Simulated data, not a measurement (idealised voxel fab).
Presented below is a process module, voxel double patterning.
Shown is cross-section cut, with a width of 200 nm and square cells of size 5 nm.
Reading order for cross-sections: top band down to bottom band. Underlying form: a grid of square cells. Band size: one or more rows of cells. Read a band's entry like this: the first values are the height of its top and the height of its bottom in nm, and what follows is the sequence of materials from left to right, each with its width in nm. Note that "empty" is empty space, and that a single material marked "full width" reaches across the band from edge to edge. Heads up on the height convention: 0 is the point under which the incoming wafer is all one material, and the lowest band has no bottom, it just keeps going down, like "z 0 and below". A width such as "30..40" changes by the same amount from each row of cells to the next, from the band's top row to its bottom row. Reading "same as before" for a step: not a cell of the cross-section changed in it. The entry titled "Sealed void list" provides the empty spaces that have no open way to the top, restricted to those of 8 cells or more. Each is presented as width x height at distance, the distance being measured from the left edge, with all three in nm. If you see something after the settings on a step's line, that's the simulator's own remark about that step. "overlay nm" answers the question of how far to the right of plan the mask lay on a step that has a mask, and when it is negative the answer is to the left.
STEPS PLANNED FOR THE PROCESS
1. RECEIVE,material Si
2. CONFORMAL_DEP,material SiN,thk nm 5
3. DIRECTIONAL_DEP,material SiO2,thk nm 20
4. DIRECTIONAL_DEP,material SiCN,thk nm 10
5. DIRECTIONAL_DEP,material aC,thk nm 10
6. PATTERN,tone open,mask id FIRST,material resist,width nm 15,pitch nm 50,thk nm 30,overlay nm 0
7. DIRECTIONAL_ETCH,etch materials aC,depth nm 10
8. STRIP,etch materials resist
9. DIRECTIONAL_ETCH,etch materials SiCN,depth nm 10
10. STRIP,etch materials aC
11. MASKED_ETCH,tone open,mask id SECOND,width nm 15,etch materials SiCN,depth nm 10,overlay nm 0
12. DIRECTIONAL_ETCH,etch materials SiO2,depth nm 20
13. STRIP,etch materials SiCN
ON THE FIRST OF THE TWO WAFERS: RUN CONDUCTED ACCORDING TO PLAN
INCOMING WAFER IN CROSS-SECTION (STATE: AFTER STEP 1)
	z 0 and below: Si full width
	Sealed void list: none
CROSS-SECTION THROUGH THE WAFER, STEP 2 FINISHED
	z 5 to 0: SiN full width
	Rest of section, below 0: as before.
CROSS-SECTION THROUGH THE WAFER, STEP 3 FINISHED
	z 25 to 5: SiO2 full width
	Rest of section, below 5: as before.
CROSS-SECTION THROUGH THE WAFER, STEP 4 FINISHED
	z 35 to 25: SiCN full width
	Rest of section, below 25: as before.
CROSS-SECTION THROUGH THE WAFER, STEP 5 FINISHED
	z 45 to 35: aC full width
	Rest of section, below 35: as before.
CROSS-SECTION THROUGH THE WAFER, STEP 6 FINISHED
	z 75 to 45: resist: 65; empty: 15; resist: 35; empty: 15; resist: 70
	Rest of section, below 45: as before.
CROSS-SECTION THROUGH THE WAFER, STEP 7 FINISHED
	z 65 to 45: resist: 65; empty: 15; resist: 35; empty: 15; resist: 70
	z 45 to 35: aC: 65; empty: 15; aC: 35; empty: 15; aC: 70
	Rest of section, below 35: as before.
CROSS-SECTION THROUGH THE WAFER, STEP 8 FINISHED
	z 45 to 35: aC: 65; empty: 15; aC: 35; empty: 15; aC: 70
	Rest of section, below 35: as before.
CROSS-SECTION THROUGH THE WAFER, STEP 9 FINISHED
	z 45 to 35: aC: 65; empty: 15; aC: 35; empty: 15; aC: 70
	z 35 to 25: SiCN: 65; empty: 15; SiCN: 35; empty: 15; SiCN: 70
	Rest of section, below 25: as before.
CROSS-SECTION THROUGH THE WAFER, STEP 10 FINISHED
	z 35 to 25: SiCN: 65; empty: 15; SiCN: 35; empty: 15; SiCN: 70
	Rest of section, below 25: as before.
CROSS-SECTION THROUGH THE WAFER, STEP 11 FINISHED
	z 35 to 25: SiCN: 65; empty: 15; SiCN: 10; empty: 15; SiCN: 10; empty: 15; SiCN: 70
	Rest of section, below 25: as before.
CROSS-SECTION THROUGH THE WAFER, STEP 12 FINISHED
	z 35 to 25: SiCN: 65; empty: 15; SiCN: 10; empty: 15; SiCN: 10; empty: 15; SiCN: 70
	z 25 to 5: SiO2: 65; empty: 15; SiO2: 10; empty: 15; SiO2: 10; empty: 15; SiO2: 70
	Rest of section, below 5: as before.
CROSS-SECTION THROUGH THE WAFER, STEP 13 FINISHED
	z 25 to 5: SiO2: 65; empty: 15; SiO2: 10; empty: 15; SiO2: 10; empty: 15; SiO2: 70
	Rest of section, below 5: as before.
HERE THE SECOND WAFER IS DESCRIBED. ITS START AND ITS PLAN WERE THOSE OF THE FIRST WAFER. ITS RUN CONTAINED ONE MISTAKE. UP TO AND INCLUDING STEP 5, IT DID EXACTLY WHAT THE FIRST WAFER DID
CROSS-SECTION, SECOND WAFER, AT THE END TIME THE PLAN GIVES FOR STEP 6
	z 75 to 45: resist: 60; empty: 15; resist: 35; empty: 15; resist: 75
	Rest of section, below 45: as before.
CROSS-SECTION, SECOND WAFER, AT THE END TIME THE PLAN GIVES FOR STEP 7
	z 65 to 45: resist: 60; empty: 15; resist: 35; empty: 15; resist: 75
	z 45 to 35: aC: 60; empty: 15; aC: 35; empty: 15; aC: 75
	Rest of section, below 35: as before.
CROSS-SECTION, SECOND WAFER, AT THE END TIME THE PLAN GIVES FOR STEP 8
	z 45 to 35: aC: 60; empty: 15; aC: 35; empty: 15; aC: 75
	Rest of section, below 35: as before.
CROSS-SECTION, SECOND WAFER, AT THE END TIME THE PLAN GIVES FOR STEP 9
	z 45 to 35: aC: 60; empty: 15; aC: 35; empty: 15; aC: 75
	z 35 to 25: SiCN: 60; empty: 15; SiCN: 35; empty: 15; SiCN: 75
	Rest of section, below 25: as before.
CROSS-SECTION, SECOND WAFER, AT THE END TIME THE PLAN GIVES FOR STEP 10
	z 35 to 25: SiCN: 60; empty: 15; SiCN: 35; empty: 15; SiCN: 75
	Rest of section, below 25: as before.
CROSS-SECTION, SECOND WAFER, AT THE END TIME THE PLAN GIVES FOR STEP 11
	z 35 to 25: SiCN: 60; empty: 15; SiCN: 15; empty: 15; SiCN: 5; empty: 15; SiCN: 75
	Rest of section, below 25: as before.
CROSS-SECTION, SECOND WAFER, AT THE END TIME THE PLAN GIVES FOR STEP 12
	z 35 to 25: SiCN: 60; empty: 15; SiCN: 15; empty: 15; SiCN: 5; empty: 15; SiCN: 75
	z 25 to 5: SiO2: 60; empty: 15; SiO2: 15; empty: 15; SiO2: 5; empty: 15; SiO2: 75
	Rest of section, below 5: as before.
CROSS-SECTION, SECOND WAFER, AT THE END TIME THE PLAN GIVES FOR STEP 13
	z 25 to 5: SiO2: 60; empty: 15; SiO2: 15; empty: 15; SiO2: 5; empty: 15; SiO2: 75
	Rest of section, below 5: as before.
Heads up, the wafer didn't run the way we planned it: step 6: run off-plan, actual operation and settings PATTERN,tone open,mask id FIRST,material resist,width nm 15,pitch nm 50,thk nm 30,overlay nm -5
Tallied in cells, the final second wafer holds each material in the same quantity as the first, although not at the same places.
